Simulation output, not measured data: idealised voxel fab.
The process module that follows is named voxel trench capacitor.
The width of the displayed cross-section, cut, is 225 nm; its cells are square, with a size of 5 nm.
In what follows, cross-sections appear as grids of square cells, described through bands that run from the top down, where every band is one or more rows of cells. A band entry consists of two parts. The first gives the height of the band's top and the height of its bottom, in nm. The rest lists the band's materials from left to right, each with its width in nm. A single material labelled with the word "throughout" fills the band from edge to edge, and the word "blank" marks empty space. Counting heights begins at 0, where everything beneath is, in the wafer as received, one material. The lowest band has no bottom; it goes on downwards, as "z 0 and below" shows. So if you see something like "30..40" for the width, read it as the top row of the band sitting at the first number and the bottom row at the second, with every row in between moving by the same amount as the last. No cell of the cross-section changed in a step that is given as "remained the same". "Encapsulated voids" specifies each empty space that is not open to the top and that occupies no fewer than 8 cells, using the form width x height at distance, the distance measured from the left edge and all three quantities in nm. Past the settings on a step's line: simulator remark, on that step. A step's line can hold "overlay nm"; with a mask on that step, the setting says how far right of the planned place the mask lay, while a negative setting says it lay to the left.
# plan
1: RECEIVE,material Si
2: CONFORMAL_DEP,material SiN,thk nm 5
3: MASKED_ETCH,tone open,mask id TRENCH,width nm 25,pitch nm 50,etch materials SiN,depth nm 5,overlay nm -10
4: MASKED_ETCH,tone open,mask id TRENCH,width nm 25,pitch nm 50,etch materials Si,depth nm 40,overlay nm 0
5: CONFORMAL_DEP,material HfO2,thk nm 5
6: CONFORMAL_DEP,material TiN,thk nm 5
7: FILL_DEP,material W,thk nm 5
8: CMP,height nm 5
Among the wafers covered here, the point of difference is the overlay nm at step 3; their starting state is shared, and the plan presents the value of the first wafer.
# As-received state after step 1, first of several wafers, cross-section
	z 0 and below: Si throughout
	Encapsulated voids: none
# Depicted here is the first of several wafers in cross-section, at module completion following the last step, step 8
	z 5 to 0: 15 nm SiN; 15 nm HfO2; 5 nm TiN; 5 nm HfO2; 25 nm SiN; 15 nm HfO2; 5 nm TiN; 5 nm HfO2; 25 nm SiN; 15 nm HfO2; 5 nm TiN; 5 nm HfO2; 25 nm SiN; 15 nm HfO2; 5 nm TiN; 5 nm HfO2; 35 nm SiN
	z 0 to -35: 25 nm Si; 5 nm HfO2; 5 nm TiN; 5 nm HfO2; 35 nm Si; 5 nm HfO2; 5 nm TiN; 5 nm HfO2; 35 nm Si; 5 nm HfO2; 5 nm TiN; 5 nm HfO2; 35 nm Si; 5 nm HfO2; 5 nm TiN; 5 nm HfO2; 35 nm Si
	z -35 to -40: 25 nm Si; 15 nm HfO2; 35 nm Si; 15 nm HfO2; 35 nm Si; 15 nm HfO2; 35 nm Si; 15 nm HfO2; 35 nm Si
	z -40 and below: Si throughout
	Encapsulated voids: none
# X-section, last wafer, module end
	z 5 to 0: 35 nm SiN; 5 nm HfO2; 5 nm TiN; 15 nm HfO2; 25 nm SiN; 5 nm HfO2; 5 nm TiN; 15 nm HfO2; 25 nm SiN; 5 nm HfO2; 5 nm TiN; 15 nm HfO2; 25 nm SiN; 5 nm HfO2; 5 nm TiN; 15 nm HfO2; 15 nm SiN
	z 0 to -35: 35 nm Si; 5 nm HfO2; 5 nm TiN; 5 nm HfO2; 35 nm Si; 5 nm HfO2; 5 nm TiN; 5 nm HfO2; 35 nm Si; 5 nm HfO2; 5 nm TiN; 5 nm HfO2; 35 nm Si; 5 nm HfO2; 5 nm TiN; 5 nm HfO2; 25 nm Si
	z -35 to -40: 35 nm Si; 15 nm HfO2; 35 nm Si; 15 nm HfO2; 35 nm Si; 15 nm HfO2; 35 nm Si; 15 nm HfO2; 25 nm Si
	z -40 and below: Si throughout
	Encapsulated voids: none
# wafer rows; end of module; cells per material since receipt: (+) gained, (-) lost; then closed voids
overlay nm -10; +84 HfO2; -96 Si; +25 SiN; +32 TiN; Encapsulated voids: none
overlay nm -5; +84 HfO2; -128 Si; +25 SiN; +64 TiN; Encapsulated voids: none
overlay nm 0; +84 HfO2; -160 Si; +25 SiN; +68 TiN; +28 W; Encapsulated voids: none
overlay nm 5; +84 HfO2; -128 Si; +25 SiN; +64 TiN; Encapsulated voids: none
overlay nm 10; +84 HfO2; -96 Si; +25 SiN; +32 TiN; Encapsulated voids: none
